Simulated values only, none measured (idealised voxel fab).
You're looking at the process module voxel released beams.
cross-section cut | 200 nm wide | cells 5 nm
Bands, listed from the top down, are how a cross-section gets written in this document; the cross-section itself is a grid of square cells, and a band is one or more rows of them.
It is stipulated that each band's entry specify, in nanometres, the height of the top of the band and then that of its bottom, followed by the materials of the band in left-to-right sequence, each together with its width in nanometres. A single material marked by the word "edge to edge" is understood to fill the band from edge to edge; the word "empty" is understood to denote empty space.
Heights from 0 (as-received wafer is one material below). Bottom band endless downward, as "0 -> down".
Width "30..40": first value at the band's top row of cells, second value at its bottom row, equal change from row to row.
"everything unchanged" -> step changed no cross-section cell.
"Fully closed voids" - sealed voids, min. 8 cells, no opening to top; format: width x height at distance (distance from left edge; nm throughout).
Past the settings on a step's line: simulator remark, on that step.
If you see "overlay nm" on a step's line and that step has a mask, it's telling you how far right of where it was planned the mask ended up; a negative number means it went left instead.
Set out below are the planned steps of the process:
step 1: RECEIVE, material Si
step 2: CONFORMAL_DEP, material SiN, thk nm 5
step 3: DIRECTIONAL_DEP, material SiO2, thk nm 20
step 4: DIRECTIONAL_DEP, material aC, thk nm 15
step 5: PATTERN, tone open, mask id ANCHOR, material resist, width nm 35, thk nm 30, overlay nm 0
step 6: DIRECTIONAL_ETCH, etch materials aC, depth nm 15
step 7: STRIP, etch materials resist
step 8: DIRECTIONAL_ETCH, etch materials SiO2, depth nm 20
step 9: STRIP, etch materials aC
step 10: CONFORMAL_DEP, material TiN, thk nm 15
step 11: PATTERN, tone cover, mask id BEAM, material resist, width nm 80, thk nm 20, overlay nm 0
step 12: DIRECTIONAL_ETCH, etch materials TiN, depth nm 15
step 13: STRIP, etch materials resist
step 14: STRIP, etch materials SiO2
Wafer at receipt (post step 1), cross-section:
	0 -> down: Si edge to edge
	Fully closed voids: none
The first of the two wafers as seen in cross-section once the module was finished; processing followed the plan:
	40 -> 25: empty 55 nm; TiN 20 nm; empty 5 nm; TiN 55 nm; empty 65 nm
	25 -> 20: empty 60 nm; TiN 15 nm; empty 5 nm; TiN 15 nm; empty 105 nm
	20 -> 5: empty 60 nm; TiN 35 nm; empty 105 nm
	5 -> 0: SiN edge to edge
	0 -> down: Si edge to edge
	Fully closed voids: none
Cross-sectional view of the second of two wafers upon completion of the module. This wafer shared its starting condition and process plan with the first; one error was made during its execution:
	40 -> 25: empty 60 nm; TiN 15 nm; empty 5 nm; TiN 60 nm; empty 60 nm
	25 -> 20: empty 60 nm; TiN 15 nm; empty 5 nm; TiN 15 nm; empty 105 nm
	20 -> 5: empty 60 nm; TiN 35 nm; empty 105 nm
	5 -> 0: SiN edge to edge
	0 -> down: Si edge to edge
	Fully closed voids: none
Processing error: rather than as planned, step 11 actually ran as PATTERN, tone cover, mask id BEAM, material resist, width nm 80, thk nm 20, overlay nm 5
In the final comparison it is observed that the number of cells assigned to each material is identical for the two wafers, whereas their placement is not.
